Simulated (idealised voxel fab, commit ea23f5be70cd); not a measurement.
Proc. module: voxel transistor to metal
Section shown: cut. Width: 150 nm. Cell size: 5 nm, square.
Each cross-section below is a grid of square cells, stated as bands in top-down order, with one or more rows of cells making up each band. Top height, bottom height, nm. Materials left to right, width each, nm. Single material + "edge to edge" = fills band edge to edge. "blank" = empty. Ref level 0: as-received wafer is one material below here. Bottom band extends down with no lower bound ("z 0 and below"). Quick explanation for "30 to 40": the width changes in equal steps down the rows of cells, from the first number in the band's top row to the second number in its bottom row. The designation "remained unchanged", where it is given for a processing step, indicates that no cell of the cross-section was altered in the course of that step. If an empty space has no open way to the top and is at least 8 cells in size, "Closed void list" lists it, written width x height at distance, where distance is measured from the left edge and every value is in nm. If you see something after the settings on a step's line, that's the simulator's own remark about that step. The optional step-line setting "overlay nm" applies to steps with a mask and quantifies how far to the right of its planned location the mask lay, a negative value indicating leftward placement.

Intended process steps:
1) RECEIVE with material Si
2) OXIDIZE with depth nm 5
3) CONFORMAL_DEP with material SiN, thk nm 15
4) MASKED_ETCH with tone cover, mask id ACTIVE, width nm 105, etch materials SiN, depth nm 15, overlay nm 0
5) MASKED_ETCH with tone cover, mask id ACTIVE, width nm 105, etch materials SiO2, depth nm 5, overlay nm 0
6) MASKED_ETCH with tone cover, mask id ACTIVE, width nm 105, etch materials Si, depth nm 35, overlay nm 0
7) OXIDIZE with depth nm 5
8) FILL_DEP with material SiO2, thk nm 5
9) CMP with height nm 15
10) SELECTIVE_ETCH with etch materials SiO2, depth nm 10
11) STRIP with etch materials SiN
12) SELECTIVE_ETCH with etch materials SiO2, depth nm 5
13) OXIDIZE with depth nm 5
14) DIRECTIONAL_DEP with material polySi, thk nm 20
15) DIRECTIONAL_DEP with material SiCN, thk nm 10
16) MASKED_ETCH with tone cover, mask id GATE, width nm 25, etch materials SiCN, depth nm 20, overlay nm 0
17) MASKED_ETCH with tone cover, mask id GATE, width nm 25, etch materials polySi, depth nm 30, overlay nm 0
18) CONFORMAL_DEP with material SiN, thk nm 10
19) DIRECTIONAL_ETCH with etch materials SiN, depth nm 10
20) DIRECTIONAL_ETCH with etch materials SiO2, depth nm 5
21) DIRECTIONAL_ETCH with etch materials Si, depth nm 15
22) EPI with material nSi, thk nm 15
23) FILL_DEP with material SiO2, thk nm 10
24) CMP with height nm 25
25) DIRECTIONAL_DEP with material SiO2, thk nm 15
26) PATTERN with tone open, mask id CONTACT, material resist, width nm 15, pitch nm 80, thk nm 15, overlay nm 0
27) DIRECTIONAL_ETCH with etch materials SiO2, depth nm 50
28) STRIP with etch materials resist
29) CONFORMAL_DEP with material TiN, thk nm 5
30) FILL_DEP with material W, thk nm 10
31) CMP with height nm 40
32) CONFORMAL_DEP with material SiN, thk nm 5
33) DIRECTIONAL_DEP with material lowk, thk nm 25
34) DIRECTIONAL_DEP with material aC, thk nm 10
35) PATTERN with tone open, mask id METAL_1, material resist, width nm 15, pitch nm 80, thk nm 25, overlay nm 0
36) DIRECTIONAL_ETCH with etch materials aC, depth nm 10
37) STRIP with etch materials resist
38) DIRECTIONAL_ETCH with etch materials lowk, depth nm 25
39) DIRECTIONAL_ETCH with etch materials SiN, depth nm 5
40) STRIP with etch materials aC
41) CONFORMAL_DEP with material TiN, thk nm 5
42) FILL_DEP with material Cu, thk nm 5
43) CMP with height nm 70
44) CONFORMAL_DEP with material SiN, thk nm 5

Below: the first of two wafers, run as planned:

Cross-sectional view of the wafer in its as-received condition, corresponding to the state after step 1:
> z 0 and below  Si edge to edge
> Closed void list: none

Wafer after step 2 (cross-section):
> z 0 to -5  SiO2 edge to edge
> Everything below -5 is unchanged.

Wafer after step 3 (cross-section):
> z 15 to 0  SiN edge to edge
> Everything below 0 is unchanged.

Wafer after step 4 (cross-section):
> z 15 to 0  20 blank; 105 SiN; 25 blank
> Everything below 0 is unchanged.

Wafer after step 5 (cross-section):
> z 15 to 0  20 blank; 105 SiN; 25 blank
> z 0 to -5  20 blank; 105 SiO2; 25 blank
> Everything below -5 is unchanged.

Wafer after step 6 (cross-section):
> z 15 to 0  20 blank; 105 SiN; 25 blank
> z 0 to -5  20 blank; 105 SiO2; 25 blank
> z -5 to -40  20 blank; 105 Si; 25 blank
> Everything below -40 is unchanged.

Wafer after step 7 (cross-section):
> z 15 to 0  20 blank; 105 SiN; 25 blank
> z 0 to -5  20 blank; 105 SiO2; 25 blank
> z -5 to -40  20 blank; 5 SiO2; 95 Si; 5 SiO2; 25 blank
> z -40 to -45  25 SiO2; 95 Si; 30 SiO2
> Everything below -45 is unchanged.

Wafer after step 8 (cross-section):
> z 20 to 15  SiO2 edge to edge
> z 15 to 0  20 SiO2; 105 SiN; 25 SiO2
> z 0 to -5  SiO2 edge to edge
> z -5 to -45  25 SiO2; 95 Si; 30 SiO2
> Everything below -45 is unchanged.

Wafer after step 9 (cross-section):
> z 15 to 0  20 SiO2; 105 SiN; 25 SiO2
> Everything below 0 is unchanged.

Wafer after step 10 (cross-section):
> z 15 to 5  20 blank; 105 SiN; 25 blank
> Everything below 5 is unchanged.

Wafer after step 11 (cross-section):
> z 5 to 0  20 SiO2; 105 blank; 25 SiO2
> Everything below 0 is unchanged.

Wafer after step 12 (cross-section):
> z 0 to -5  15 SiO2; 115 blank; 20 SiO2
> Everything below -5 is unchanged.

Wafer after step 13 (cross-section):
> z 0 to -5  15 SiO2; 115 blank; 20 SiO2
> z -5 to -10  SiO2 edge to edge
> Everything below -10 is unchanged.

Wafer after step 14 (cross-section):
> z 20 to 15  15 polySi; 115 blank; 20 polySi
> z 15 to 0  polySi edge to edge
> z 0 to -5  15 SiO2; 115 polySi; 20 SiO2
> Everything below -5 is unchanged.

Wafer after step 15 (cross-section):
> z 30 to 25  15 SiCN; 115 blank; 20 SiCN
> z 25 to 20  SiCN edge to edge
> z 20 to 15  15 polySi; 115 SiCN; 20 polySi
> Everything below 15 is unchanged.

Wafer after step 16 (cross-section):
> z 25 to 20  60 blank; 25 SiCN; 65 blank
> z 20 to 15  15 polySi; 45 blank; 25 SiCN; 45 blank; 20 polySi
> Everything below 15 is unchanged.

Wafer after step 17 (cross-section):
> z 25 to 15  60 blank; 25 SiCN; 65 blank
> z 15 to 0  60 blank; 25 polySi; 65 blank
> z 0 to -5  15 SiO2; 45 blank; 25 polySi; 45 blank; 20 SiO2
> Everything below -5 is unchanged.

Wafer after step 18 (cross-section):
> z 35 to 25  50 blank; 45 SiN; 55 blank
> z 25 to 15  50 blank; 10 SiN; 25 SiCN; 10 SiN; 55 blank
> z 15 to 10  50 blank; 10 SiN; 25 polySi; 10 SiN; 55 blank
> z 10 to 5  25 SiN; 25 blank; 10 SiN; 25 polySi; 10 SiN; 25 blank; 30 SiN
> z 5 to 0  60 SiN; 25 polySi; 65 SiN
> z 0 to -5  15 SiO2; 45 SiN; 25 polySi; 45 SiN; 20 SiO2
> Everything below -5 is unchanged.

Wafer after step 19 (cross-section):
> z 25 to 15  50 blank; 10 SiN; 25 SiCN; 10 SiN; 55 blank
> z 15 to 0  50 blank; 10 SiN; 25 polySi; 10 SiN; 55 blank
> z 0 to -5  15 SiO2; 10 SiN; 25 blank; 10 SiN; 25 polySi; 10 SiN; 25 blank; 10 SiN; 20 SiO2
> Everything below -5 is unchanged.

Wafer after step 20 (cross-section):
> z 25 to 15  50 blank; 10 SiN; 25 SiCN; 10 SiN; 55 blank
> z 15 to 0  50 blank; 10 SiN; 25 polySi; 10 SiN; 55 blank
> z 0 to -5  15 blank; 10 SiN; 25 blank; 10 SiN; 25 polySi; 10 SiN; 25 blank; 10 SiN; 20 blank
> z -5 to -10  25 SiO2; 25 blank; 45 SiO2; 25 blank; 30 SiO2
> Everything below -10 is unchanged.

Wafer after step 21 (cross-section):
> z 25 to 15  50 blank; 10 SiN; 25 SiCN; 10 SiN; 55 blank
> z 15 to 0  50 blank; 10 SiN; 25 polySi; 10 SiN; 55 blank
> z 0 to -5  15 blank; 10 SiN; 25 blank; 10 SiN; 25 polySi; 10 SiN; 25 blank; 10 SiN; 20 blank
> z -5 to -10  25 SiO2; 25 blank; 45 SiO2; 25 blank; 30 SiO2
> z -10 to -25  25 SiO2; 25 blank; 45 Si; 25 blank; 30 SiO2
> Everything below -25 is unchanged.

Wafer after step 22 (cross-section):
> z 25 to 15  50 blank; 10 SiN; 25 SiCN; 10 SiN; 55 blank
> z 15 to 5  50 blank; 10 SiN; 25 polySi; 10 SiN; 55 blank
> z 5 to 0  35 blank; 15 nSi; 10 SiN; 25 polySi; 10 SiN; 15 nSi; 40 blank
> z 0 to -5  15 blank; 10 SiN; 10 blank; 15 nSi; 10 SiN; 25 polySi; 10 SiN; 15 nSi; 10 blank; 10 SiN; 20 blank
> z -5 to -10  25 SiO2; 10 blank; 15 nSi; 45 SiO2; 15 nSi; 10 blank; 30 SiO2
> z -10 to -25  25 SiO2; 25 nSi; 45 Si; 25 nSi; 30 SiO2
> Everything below -25 is unchanged.

Wafer after step 23 (cross-section):
> z 35 to 25  SiO2 edge to edge
> z 25 to 15  50 SiO2; 10 SiN; 25 SiCN; 10 SiN; 55 SiO2
> z 15 to 5  50 SiO2; 10 SiN; 25 polySi; 10 SiN; 55 SiO2
> z 5 to 0  35 SiO2; 15 nSi; 10 SiN; 25 polySi; 10 SiN; 15 nSi; 40 SiO2
> z 0 to -5  15 SiO2; 10 SiN; 10 SiO2; 15 nSi; 10 SiN; 25 polySi; 10 SiN; 15 nSi; 10 SiO2; 10 SiN; 20 SiO2
> z -5 to -10  35 SiO2; 15 nSi; 45 SiO2; 15 nSi; 40 SiO2
> Everything below -10 is unchanged.

Wafer after step 24 (cross-section):
> z 25 to 15  50 SiO2; 10 SiN; 25 SiCN; 10 SiN; 55 SiO2
> Everything below 15 is unchanged.

Wafer after step 25 (cross-section):
> z 40 to 25  SiO2 edge to edge
> Everything below 25 is unchanged.

Wafer after step 26 (cross-section):
> z 55 to 40  25 resist; 15 blank; 65 resist; 15 blank; 30 resist
> Everything below 40 is unchanged.

Wafer after step 27 (cross-section):
> z 55 to 40  25 resist; 15 blank; 65 resist; 15 blank; 30 resist
> z 40 to 25  25 SiO2; 15 blank; 65 SiO2; 15 blank; 30 SiO2
> z 25 to 15  25 SiO2; 15 blank; 10 SiO2; 10 SiN; 25 SiCN; 10 SiN; 10 SiO2; 15 blank; 30 SiO2
> z 15 to 5  25 SiO2; 15 blank; 10 SiO2; 10 SiN; 25 polySi; 10 SiN; 10 SiO2; 15 blank; 30 SiO2
> z 5 to 0  25 SiO2; 10 blank; 15 nSi; 10 SiN; 25 polySi; 10 SiN; 15 nSi; 10 blank; 30 SiO2
> z 0 to -5  15 SiO2; 10 SiN; 10 blank; 15 nSi; 10 SiN; 25 polySi; 10 SiN; 15 nSi; 10 blank; 10 SiN; 20 SiO2
> z -5 to -10  25 SiO2; 10 blank; 15 nSi; 45 SiO2; 15 nSi; 10 blank; 30 SiO2
> Everything below -10 is unchanged.

Wafer after step 28 (cross-section):
> z 40 to 25  25 SiO2; 15 blank; 65 SiO2; 15 blank; 30 SiO2
> Everything below 25 is unchanged.

Wafer after step 29 (cross-section):
> z 45 to 40  30 TiN; 5 blank; 75 TiN; 5 blank; 35 TiN
> z 40 to 25  25 SiO2; 5 TiN; 5 blank; 5 TiN; 65 SiO2; 5 TiN; 5 blank; 5 TiN; 30 SiO2
> z 25 to 15  25 SiO2; 5 TiN; 5 blank; 5 TiN; 10 SiO2; 10 SiN; 25 SiCN; 10 SiN; 10 SiO2; 5 TiN; 5 blank; 5 TiN; 30 SiO2
> z 15 to 10  25 SiO2; 5 TiN; 5 blank; 5 TiN; 10 SiO2; 10 SiN; 25 polySi; 10 SiN; 10 SiO2; 5 TiN; 5 blank; 5 TiN; 30 SiO2
> z 10 to 5  25 SiO2; 15 TiN; 10 SiO2; 10 SiN; 25 polySi; 10 SiN; 10 SiO2; 15 TiN; 30 SiO2
> z 5 to 0  25 SiO2; 10 TiN; 15 nSi; 10 SiN; 25 polySi; 10 SiN; 15 nSi; 10 TiN; 30 SiO2
> z 0 to -5  15 SiO2; 10 SiN; 10 TiN; 15 nSi; 10 SiN; 25 polySi; 10 SiN; 15 nSi; 10 TiN; 10 SiN; 20 SiO2
> z -5 to -10  25 SiO2; 10 TiN; 15 nSi; 45 SiO2; 15 nSi; 10 TiN; 30 SiO2
> Everything below -10 is unchanged.

Wafer after step 30 (cross-section):
> z 55 to 45  W edge to edge
> z 45 to 40  30 TiN; 5 W; 75 TiN; 5 W; 35 TiN
> z 40 to 25  25 SiO2; 5 TiN; 5 W; 5 TiN; 65 SiO2; 5 TiN; 5 W; 5 TiN; 30 SiO2
> z 25 to 15  25 SiO2; 5 TiN; 5 W; 5 TiN; 10 SiO2; 10 SiN; 25 SiCN; 10 SiN; 10 SiO2; 5 TiN; 5 W; 5 TiN; 30 SiO2
> z 15 to 10  25 SiO2; 5 TiN; 5 W; 5 TiN; 10 SiO2; 10 SiN; 25 polySi; 10 SiN; 10 SiO2; 5 TiN; 5 W; 5 TiN; 30 SiO2
> Everything below 10 is unchanged.

Wafer after step 31 (cross-section):
> z 40 to 25  25 SiO2; 5 TiN; 5 W; 5 TiN; 65 SiO2; 5 TiN; 5 W; 5 TiN; 30 SiO2
> Everything below 25 is unchanged.

Wafer after step 32 (cross-section):
> z 45 to 40  SiN edge to edge
> Everything below 40 is unchanged.

Wafer after step 33 (cross-section):
> z 70 to 45  lowk edge to edge
> Everything below 45 is unchanged.

Wafer after step 34 (cross-section):
> z 80 to 70  aC edge to edge
> Everything below 70 is unchanged.

Wafer after step 35 (cross-section):
> z 105 to 80  25 resist; 15 blank; 65 resist; 15 blank; 30 resist
> Everything below 80 is unchanged.

Wafer after step 36 (cross-section):
> z 95 to 80  25 resist; 15 blank; 65 resist; 15 blank; 30 resist
> z 80 to 70  25 aC; 15 blank; 65 aC; 15 blank; 30 aC
> Everything below 70 is unchanged.

Wafer after step 37 (cross-section):
> z 80 to 70  25 aC; 15 blank; 65 aC; 15 blank; 30 aC
> Everything below 70 is unchanged.

Wafer after step 38 (cross-section):
> z 80 to 70  25 aC; 15 blank; 65 aC; 15 blank; 30 aC
> z 70 to 45  25 lowk; 15 blank; 65 lowk; 15 blank; 30 lowk
> Everything below 45 is unchanged.

Wafer after step 39 (cross-section):
> z 80 to 70  25 aC; 15 blank; 65 aC; 15 blank; 30 aC
> z 70 to 45  25 lowk; 15 blank; 65 lowk; 15 blank; 30 lowk
> z 45 to 40  25 SiN; 15 blank; 65 SiN; 15 blank; 30 SiN
> Everything below 40 is unchanged.

Wafer after step 40 (cross-section):
> z 70 to 45  25 lowk; 15 blank; 65 lowk; 15 blank; 30 lowk
> Everything below 45 is unchanged.

Wafer after step 41 (cross-section):
> z 75 to 70  30 TiN; 5 blank; 75 TiN; 5 blank; 35 TiN
> z 70 to 45  25 lowk; 5 TiN; 5 blank; 5 TiN; 65 lowk; 5 TiN; 5 blank; 5 TiN; 30 lowk
> z 45 to 40  25 SiN; 15 TiN; 65 SiN; 15 TiN; 30 SiN
> Everything below 40 is unchanged.

Wafer after step 42 (cross-section):
> z 80 to 75  Cu edge to edge
> z 75 to 70  30 TiN; 5 Cu; 75 TiN; 5 Cu; 35 TiN
> z 70 to 45  25 lowk; 5 TiN; 5 Cu; 5 TiN; 65 lowk; 5 TiN; 5 Cu; 5 TiN; 30 lowk
> Everything below 45 is unchanged.

Wafer after step 43 (cross-section):
> z 70 to 45  25 lowk; 5 TiN; 5 Cu; 5 TiN; 65 lowk; 5 TiN; 5 Cu; 5 TiN; 30 lowk
> Everything below 45 is unchanged.

Wafer after step 44 (cross-section):
> z 75 to 70  SiN edge to edge
> Everything below 70 is unchanged.

Wafer two. Same start, same plan, one slip in execution. Same as wafer one through step 24, inclusive:

Second wafer cross-section, taken as of the time the plan sets for step 25 to be done:
> z 55 to 25  SiO2 edge to edge
> Everything below 25 is unchanged.

Second wafer cross-section, taken as of the time the plan sets for step 26 to be done:
> z 70 to 55  25 resist; 15 blank; 65 resist; 15 blank; 30 resist
> Everything below 55 is unchanged.

Second wafer cross-section, taken as of the time the plan sets for step 27 to be done:
> z 70 to 55  25 resist; 15 blank; 65 resist; 15 blank; 30 resist
> z 55 to 25  25 SiO2; 15 blank; 65 SiO2; 15 blank; 30 SiO2
> z 25 to 15  25 SiO2; 15 blank; 10 SiO2; 10 SiN; 25 SiCN; 10 SiN; 10 SiO2; 15 blank; 30 SiO2
> z 15 to 5  25 SiO2; 15 blank; 10 SiO2; 10 SiN; 25 polySi; 10 SiN; 10 SiO2; 15 blank; 30 SiO2
> Everything below 5 is unchanged.

Second wafer cross-section, taken as of the time the plan sets for step 28 to be done:
> z 55 to 25  25 SiO2; 15 blank; 65 SiO2; 15 blank; 30 SiO2
> Everything below 25 is unchanged.

Second wafer cross-section, taken as of the time the plan sets for step 29 to be done:
> z 60 to 55  30 TiN; 5 blank; 75 TiN; 5 blank; 35 TiN
> z 55 to 25  25 SiO2; 5 TiN; 5 blank; 5 TiN; 65 SiO2; 5 TiN; 5 blank; 5 TiN; 30 SiO2
> z 25 to 15  25 SiO2; 5 TiN; 5 blank; 5 TiN; 10 SiO2; 10 SiN; 25 SiCN; 10 SiN; 10 SiO2; 5 TiN; 5 blank; 5 TiN; 30 SiO2
> z 15 to 10  25 SiO2; 5 TiN; 5 blank; 5 TiN; 10 SiO2; 10 SiN; 25 polySi; 10 SiN; 10 SiO2; 5 TiN; 5 blank; 5 TiN; 30 SiO2
> z 10 to 5  25 SiO2; 15 TiN; 10 SiO2; 10 SiN; 25 polySi; 10 SiN; 10 SiO2; 15 TiN; 30 SiO2
> Everything below 5 is unchanged.

Second wafer cross-section, taken as of the time the plan sets for step 30 to be done:
> z 70 to 60  W edge to edge
> z 60 to 55  30 TiN; 5 W; 75 TiN; 5 W; 35 TiN
> z 55 to 25  25 SiO2; 5 TiN; 5 W; 5 TiN; 65 SiO2; 5 TiN; 5 W; 5 TiN; 30 SiO2
> z 25 to 15  25 SiO2; 5 TiN; 5 W; 5 TiN; 10 SiO2; 10 SiN; 25 SiCN; 10 SiN; 10 SiO2; 5 TiN; 5 W; 5 TiN; 30 SiO2
> z 15 to 10  25 SiO2; 5 TiN; 5 W; 5 TiN; 10 SiO2; 10 SiN; 25 polySi; 10 SiN; 10 SiO2; 5 TiN; 5 W; 5 TiN; 30 SiO2
> Everything below 10 is unchanged.

Second wafer cross-section, taken as of the time the plan sets for step 31 to be done:
> z 40 to 25  25 SiO2; 5 TiN; 5 W; 5 TiN; 65 SiO2; 5 TiN; 5 W; 5 TiN; 30 SiO2
> Everything below 25 is unchanged.

Second wafer cross-section, taken as of the time the plan sets for step 32 to be done:
> z 45 to 40  SiN edge to edge
> Everything below 40 is unchanged.

Second wafer cross-section, taken as of the time the plan sets for step 33 to be done:
> z 70 to 45  lowk edge to edge
> Everything below 45 is unchanged.

Second wafer cross-section, taken as of the time the plan sets for step 34 to be done:
> z 80 to 70  aC edge to edge
> Everything below 70 is unchanged.

Second wafer cross-section, taken as of the time the plan sets for step 35 to be done:
> z 105 to 80  25 resist; 15 blank; 65 resist; 15 blank; 30 resist
> Everything below 80 is unchanged.

Second wafer cross-section, taken as of the time the plan sets for step 36 to be done:
> z 95 to 80  25 resist; 15 blank; 65 resist; 15 blank; 30 resist
> z 80 to 70  25 aC; 15 blank; 65 aC; 15 blank; 30 aC
> Everything below 70 is unchanged.

Second wafer cross-section, taken as of the time the plan sets for step 37 to be done:
> z 80 to 70  25 aC; 15 blank; 65 aC; 15 blank; 30 aC
> Everything below 70 is unchanged.

Second wafer cross-section, taken as of the time the plan sets for step 38 to be done:
> z 80 to 70  25 aC; 15 blank; 65 aC; 15 blank; 30 aC
> z 70 to 45  25 lowk; 15 blank; 65 lowk; 15 blank; 30 lowk
> Everything below 45 is unchanged.

Second wafer cross-section, taken as of the time the plan sets for step 39 to be done:
> z 80 to 70  25 aC; 15 blank; 65 aC; 15 blank; 30 aC
> z 70 to 45  25 lowk; 15 blank; 65 lowk; 15 blank; 30 lowk
> z 45 to 40  25 SiN; 15 blank; 65 SiN; 15 blank; 30 SiN
> Everything below 40 is unchanged.

Second wafer cross-section, taken as of the time the plan sets for step 40 to be done:
> z 70 to 45  25 lowk; 15 blank; 65 lowk; 15 blank; 30 lowk
> Everything below 45 is unchanged.

Second wafer cross-section, taken as of the time the plan sets for step 41 to be done:
> z 75 to 70  30 TiN; 5 blank; 75 TiN; 5 blank; 35 TiN
> z 70 to 45  25 lowk; 5 TiN; 5 blank; 5 TiN; 65 lowk; 5 TiN; 5 blank; 5 TiN; 30 lowk
> z 45 to 40  25 SiN; 15 TiN; 65 SiN; 15 TiN; 30 SiN
> Everything below 40 is unchanged.

Second wafer cross-section, taken as of the time the plan sets for step 42 to be done:
> z 80 to 75  Cu edge to edge
> z 75 to 70  30 TiN; 5 Cu; 75 TiN; 5 Cu; 35 TiN
> z 70 to 45  25 lowk; 5 TiN; 5 Cu; 5 TiN; 65 lowk; 5 TiN; 5 Cu; 5 TiN; 30 lowk
> Everything below 45 is unchanged.

Second wafer cross-section, taken as of the time the plan sets for step 43 to be done:
> z 70 to 45  25 lowk; 5 TiN; 5 Cu; 5 TiN; 65 lowk; 5 TiN; 5 Cu; 5 TiN; 30 lowk
> Everything below 45 is unchanged.

Second wafer cross-section, taken as of the time the plan sets for step 44 to be done:
> z 75 to 70  SiN edge to edge
> Everything below 70 is unchanged.
Short version of what went wrong: step 25 in the plan was executed twice
Final tally in cells, some materials are higher or lower on the second wafer than on the first: SiO2 +12; TiN -12
